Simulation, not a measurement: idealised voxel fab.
process module | voxel ribs on slabs
cross-section cut | 200 nm wide | cells 5 nm
A cross-section is a grid of square cells, given in bands from the top down. A band is one or more rows of cells.
Each band's line starts with the height of the band's top and of its bottom, in nm. Then come its materials from left to right, each with its width in nm. One material with "throughout" fills the band from edge to edge. "air" is empty space.
Height 0 is the level under which the wafer as received is all one material. The lowest band goes on downwards, as in "0 down".
A width such as "30 to 40" changes by the same amount from each row of cells to the next, from the band's top row to its bottom row.
"no change" after a step means that no cell of the cross-section changed.
closed voids: empty space of 8 cells or more with no open way to the top, each as width x height at its distance from the left edge, in nm
after a step's settings: what the simulator itself notes on the step
overlay nm, on a step with a mask: how far to the right of its planned place the mask lay; to the left if negative
plan
1 op RECEIVE | material Si
2 op DIRECTIONAL_DEP | material SiO2 | thk nm 25
3 op DIRECTIONAL_DEP | material SiN | thk nm 25
4 op MASKED_ETCH | tone cover | mask id RIB | width nm 25 | etch materials SiN | depth nm 20 | overlay nm 0
5 op DIRECTIONAL_DEP | material aC | thk nm 15
6 op PATTERN | tone cover | mask id SLAB | material resist | width nm 55 | thk nm 30 | overlay nm 0
7 op DIRECTIONAL_ETCH | etch materials aC | depth nm 15
8 op STRIP | etch materials resist
9 op DIRECTIONAL_ETCH | etch materials SiN | depth nm 5
10 op STRIP | etch materials aC
11 op FILL_DEP | material SiO2 | thk nm 20
12 op CMP | height nm 60
13 op DIRECTIONAL_DEP | material W | thk nm 5
14 op MASKED_ETCH | tone cover | mask id HEATER | width nm 25 | etch materials W | depth nm 5 | overlay nm 0
15 op CONFORMAL_DEP | material SiN | thk nm 10
varied across the wafers: width nm of step 14. The plan shows the first wafer's value. All wafers start alike
first wafer as received, after step 1
  0 down: Si throughout
  closed voids: none
first wafer at the end, after step 15
  75 to 70: air 75 | SiN 45 | air 80
  70 to 65: SiN throughout
  65 to 60: SiN 85 | W 25 | SiN 90
  60 to 50: SiO2 throughout
  50 to 30: SiO2 85 | SiN 25 | SiO2 90
  30 to 25: SiO2 70 | SiN 55 | SiO2 75
  25 to 0: SiO2 throughout
  0 down: Si throughout
  closed voids: none
last wafer at the end
  75 to 70: air 65 | SiN 70 | air 65
  70 to 65: SiN throughout
  65 to 60: SiN 75 | W 50 | SiN 75
  60 to 50: SiO2 throughout
  50 to 30: SiO2 85 | SiN 25 | SiO2 90
  30 to 25: SiO2 70 | SiN 55 | SiO2 75
  25 to 0: SiO2 throughout
  0 down: Si throughout
  closed voids: none
each wafer at the end: cells of each material gained (+) or lost (-) since it was received, then its closed voids
width nm 25 | +115 SiN | +449 SiO2 | +5 W | closed voids: none
width nm 30 | +115 SiN | +449 SiO2 | +6 W | closed voids: none
width nm 35 | +115 SiN | +449 SiO2 | +7 W | closed voids: none
width nm 40 | +115 SiN | +449 SiO2 | +8 W | closed voids: none
width nm 45 | +115 SiN | +449 SiO2 | +9 W | closed voids: none
width nm 50 | +115 SiN | +449 SiO2 | +10 W | closed voids: none
